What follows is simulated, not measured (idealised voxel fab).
Process module name: voxel transistor to metal
Square cells of 5 nm make up the cross-section cut, whose width is 200 nm.
For the purposes of this document, a cross-section shall be understood as a grid of square cells, specified as bands listed in top-to-bottom order, each band consisting of one or more rows of cells. Band entry format. Leading values: height of top, height of bottom, nm. Remainder: materials in left-to-right order, each with its width in nm. Special words: "all across" on a single material, which then fills the band edge to edge; "empty", empty space. Zero point of the height axis is 0; under it, received wafer = one material. Lowest band: continues down indefinitely, "0 nm and below". Think of "30->40" as a width that walks from the first number to the second as you go down the band, top row to bottom row, taking equal-sized steps from row to row. "changes: none" (step): cross-section cells unchanged, all of them. "Closed internal cavities" specifies each empty space that is not open to the top and that occupies no fewer than 8 cells, using the form width x height at distance, the distance measured from the left edge and all three quantities in nm. The remark found on a step's line after its settings is issued by the simulator itself and pertains to that step. overlay nm: mask offset rightward from planned place, masked step; negative means leftward offset.
**The steps planned for the process are as follows**
1,RECEIVE (material Si)
2,CONFORMAL_DEP (material SiO2; thk nm 5)
3,CONFORMAL_DEP (material SiN; thk nm 15)
4,PATTERN (tone cover; mask id ACTIVE; material resist; width nm 100; thk nm 15; overlay nm 0)
5,DIRECTIONAL_ETCH (etch materials SiN; depth nm 15)
6,DIRECTIONAL_ETCH (etch materials SiO2; depth nm 5)
7,DIRECTIONAL_ETCH (etch materials Si; depth nm 35)
8,STRIP (etch materials resist)
9,FILL_DEP (material SiO2; thk nm 15)
10,CMP (height nm 20)
11,SELECTIVE_ETCH (etch materials SiO2; depth nm 5)
12,STRIP (etch materials SiN)
13,SELECTIVE_ETCH (etch materials SiO2; depth nm 5)
14,OXIDIZE (depth nm 5)
15,DIRECTIONAL_DEP (material polySi; thk nm 30)
16,DIRECTIONAL_DEP (material SiCN; thk nm 10)
17,PATTERN (tone cover; mask id GATE; material resist; width nm 20; thk nm 15; overlay nm 0)
18,DIRECTIONAL_ETCH (etch materials SiCN; depth nm 20)
19,DIRECTIONAL_ETCH (etch materials polySi; depth nm 40)
20,STRIP (etch materials resist)
21,CONFORMAL_DEP (material SiO2; thk nm 5)
22,DIRECTIONAL_ETCH (etch materials SiO2; depth nm 5)
23,CONFORMAL_DEP (material SiN; thk nm 5)
24,DIRECTIONAL_ETCH (etch materials SiN; depth nm 5)
25,DIRECTIONAL_ETCH (etch materials SiO2; depth nm 5)
26,DIRECTIONAL_ETCH (etch materials Si; depth nm 15)
27,EPI (material SiGe; thk nm 15)
28,FILL_DEP (material SiO2; thk nm 5)
29,CMP (height nm 40)
30,DIRECTIONAL_DEP (material SiO2; thk nm 15)
31,MASKED_ETCH (tone open; mask id CONTACT; width nm 20; pitch nm 70; etch materials SiO2; depth nm 45; overlay nm 0)
32,CONFORMAL_DEP (material TiN; thk nm 5)
33,FILL_DEP (material W; thk nm 10)
34,CMP (height nm 55)
35,DIRECTIONAL_DEP (material TiN; thk nm 5)
36,DIRECTIONAL_DEP (material Ru; thk nm 20)
37,DIRECTIONAL_DEP (material aC; thk nm 15)
38,PATTERN (tone cover; mask id METAL_1; material resist; width nm 20; pitch nm 70; thk nm 30; overlay nm 0)
39,DIRECTIONAL_ETCH (etch materials aC; depth nm 15)
40,STRIP (etch materials resist)
41,DIRECTIONAL_ETCH (etch materials Ru; depth nm 20)
42,DIRECTIONAL_ETCH (etch materials TiN; depth nm 5)
43,STRIP (etch materials aC)
44,FILL_DEP (material lowk; thk nm 10)
45,CMP (height nm 80)
46,CONFORMAL_DEP (material SiCN; thk nm 5)
47,DIRECTIONAL_DEP (material SiO2; thk nm 30)
48,PATTERN (tone open; mask id METAL_2_HOLES; material resist; width nm 15; pitch nm 70; thk nm 20; overlay nm 0)
49,DIRECTIONAL_ETCH (etch materials SiO2; depth nm 30)
50,STRIP (etch materials resist)
51,DIRECTIONAL_DEP (material aC; thk nm 15)
52,PATTERN (tone open; mask id METAL_2; material resist; width nm 20; pitch nm 70; thk nm 30; overlay nm -15)
53,DIRECTIONAL_ETCH (etch materials aC; depth nm 15)
54,STRIP (etch materials resist)
55,DIRECTIONAL_ETCH (etch materials SiO2; depth nm 15)
56,DIRECTIONAL_ETCH (etch materials SiCN; depth nm 5)
57,STRIP (etch materials aC)
58,CONFORMAL_DEP (material TiN; thk nm 5)
59,FILL_DEP (material Cu; thk nm 10)
60,CMP (height nm 115)
61,CONFORMAL_DEP (material SiN; thk nm 5)
Wafer-to-wafer difference: overlay nm, step 52. Common start. Plan = first wafer's value.
**Cross-section of the first of several received wafers, showing its state after step 1**
	0 nm and below: Si all across
	Closed internal cavities: none
**Depicted here is the first of several wafers in cross-section, at module completion following the last step, step 61**
	120 nm to 115 nm: SiN all across
	115 nm to 105 nm: SiO2: 40, TiN: 5, Cu: 20, TiN: 5, SiO2: 40, TiN: 5, Cu: 20, TiN: 5, SiO2: 60
	105 nm to 100 nm: SiO2: 40, TiN: 20, Cu: 5, TiN: 5, SiO2: 40, TiN: 20, Cu: 5, TiN: 5, SiO2: 60
	100 nm to 90 nm: SiO2: 55, TiN: 5, Cu: 5, TiN: 5, SiO2: 55, TiN: 5, Cu: 5, TiN: 5, SiO2: 60
	90 nm to 85 nm: SiO2: 55, TiN: 15, SiO2: 55, TiN: 15, SiO2: 60
	85 nm to 80 nm: SiCN: 55, TiN: 5, SiCN: 65, TiN: 5, SiCN: 70
	80 nm to 60 nm: lowk: 55, Ru: 20, lowk: 50, Ru: 20, lowk: 55
	60 nm to 55 nm: lowk: 55, TiN: 20, lowk: 50, TiN: 20, lowk: 55
	55 nm to 40 nm: SiO2: 55, TiN: 5, W: 10, TiN: 5, SiO2: 50, TiN: 5, W: 10, TiN: 5, SiO2: 55
	40 nm to 30 nm: SiO2: 55, TiN: 5, W: 10, TiN: 5, SiO2: 5, SiN: 5, SiO2: 5, SiCN: 20, SiO2: 5, SiN: 5, SiO2: 5, TiN: 5, W: 10, TiN: 5, SiO2: 55
	30 nm to 15 nm: SiO2: 55, TiN: 5, W: 10, TiN: 5, SiO2: 5, SiN: 5, SiO2: 5, polySi: 20, SiO2: 5, SiN: 5, SiO2: 5, TiN: 5, W: 10, TiN: 5, SiO2: 55
	15 nm to 10 nm: SiO2: 55, TiN: 20, SiO2: 5, SiN: 5, SiO2: 5, polySi: 20, SiO2: 5, SiN: 5, SiO2: 5, TiN: 20, SiO2: 55
	10 nm to 0 nm: SiO2: 50, SiN: 5, SiGe: 25, SiN: 5, SiO2: 5, polySi: 20, SiO2: 5, SiN: 5, SiGe: 25, SiN: 5, SiO2: 50
	0 nm to -5 nm: SiO2: 55, SiGe: 25, SiO2: 40, SiGe: 25, SiO2: 55
	-5 nm to -20 nm: SiO2: 50, Si: 5, SiGe: 25, Si: 40, SiGe: 25, Si: 5, SiO2: 50
	-20 nm to -35 nm: SiO2: 50, Si: 100, SiO2: 50
	-35 nm and below: Si all across
	Closed internal cavities: none
**Cross-sectional view of the final wafer of several at the module's end**
	120 nm to 115 nm: SiN all across
	115 nm to 105 nm: SiO2: 55, TiN: 5, Cu: 25, TiN: 5, SiO2: 35, TiN: 5, Cu: 25, TiN: 5, SiO2: 40
	105 nm to 100 nm: SiO2: 55, TiN: 5, Cu: 5, TiN: 25, SiO2: 35, TiN: 5, Cu: 5, TiN: 25, SiO2: 40
	100 nm to 90 nm: SiO2: 55, TiN: 5, Cu: 5, TiN: 5, SiO2: 55, TiN: 5, Cu: 5, TiN: 5, SiO2: 60
	90 nm to 85 nm: SiO2: 55, TiN: 15, SiO2: 55, TiN: 15, SiO2: 60
	85 nm to 80 nm: SiCN all across
	80 nm to 60 nm: lowk: 55, Ru: 20, lowk: 50, Ru: 20, lowk: 55
	60 nm to 55 nm: lowk: 55, TiN: 20, lowk: 50, TiN: 20, lowk: 55
	55 nm to 40 nm: SiO2: 55, TiN: 5, W: 10, TiN: 5, SiO2: 50, TiN: 5, W: 10, TiN: 5, SiO2: 55
	40 nm to 30 nm: SiO2: 55, TiN: 5, W: 10, TiN: 5, SiO2: 5, SiN: 5, SiO2: 5, SiCN: 20, SiO2: 5, SiN: 5, SiO2: 5, TiN: 5, W: 10, TiN: 5, SiO2: 55
	30 nm to 15 nm: SiO2: 55, TiN: 5, W: 10, TiN: 5, SiO2: 5, SiN: 5, SiO2: 5, polySi: 20, SiO2: 5, SiN: 5, SiO2: 5, TiN: 5, W: 10, TiN: 5, SiO2: 55
	15 nm to 10 nm: SiO2: 55, TiN: 20, SiO2: 5, SiN: 5, SiO2: 5, polySi: 20, SiO2: 5, SiN: 5, SiO2: 5, TiN: 20, SiO2: 55
	10 nm to 0 nm: SiO2: 50, SiN: 5, SiGe: 25, SiN: 5, SiO2: 5, polySi: 20, SiO2: 5, SiN: 5, SiGe: 25, SiN: 5, SiO2: 50
	0 nm to -5 nm: SiO2: 55, SiGe: 25, SiO2: 40, SiGe: 25, SiO2: 55
	-5 nm to -20 nm: SiO2: 50, Si: 5, SiGe: 25, Si: 40, SiGe: 25, Si: 5, SiO2: 50
	-20 nm to -35 nm: SiO2: 50, Si: 100, SiO2: 50
	-35 nm and below: Si all across
	Closed internal cavities: none
**The table below has one row for each wafer; a row shows, as of the end of the module, how many cells of each material the wafer has gained, marked (+), or lost, marked (-), since it was received, and then the wafer's closed voids**
overlay nm -15, +22 Cu, +32 Ru, -190 Si, +46 SiCN, +60 SiGe, +60 SiN, +632 SiO2, +82 TiN, +32 W, +160 lowk, +24 polySi, Closed internal cavities: none
overlay nm -10, +18 Cu, +32 Ru, -190 Si, +44 SiCN, +60 SiGe, +60 SiN, +638 SiO2, +82 TiN, +32 W, +160 lowk, +24 polySi, Closed internal cavities: none
overlay nm -5, +16 Cu, +32 Ru, -190 Si, +42 SiCN, +60 SiGe, +60 SiN, +644 SiO2, +80 TiN, +32 W, +160 lowk, +24 polySi, Closed internal cavities: none
overlay nm 0, +16 Cu, +32 Ru, -190 Si, +42 SiCN, +60 SiGe, +60 SiN, +644 SiO2, +80 TiN, +32 W, +160 lowk, +24 polySi, Closed internal cavities: none
overlay nm 5, +18 Cu, +32 Ru, -190 Si, +44 SiCN, +60 SiGe, +60 SiN, +638 SiO2, +82 TiN, +32 W, +160 lowk, +24 polySi, Closed internal cavities: none
overlay nm 10, +22 Cu, +32 Ru, -190 Si, +46 SiCN, +60 SiGe, +60 SiN, +632 SiO2, +82 TiN, +32 W, +160 lowk, +24 polySi, Closed internal cavities: none
overlay nm 15, +26 Cu, +32 Ru, -190 Si, +48 SiCN, +60 SiGe, +60 SiN, +626 SiO2, +82 TiN, +32 W, +160 lowk, +24 polySi, Closed internal cavities: none
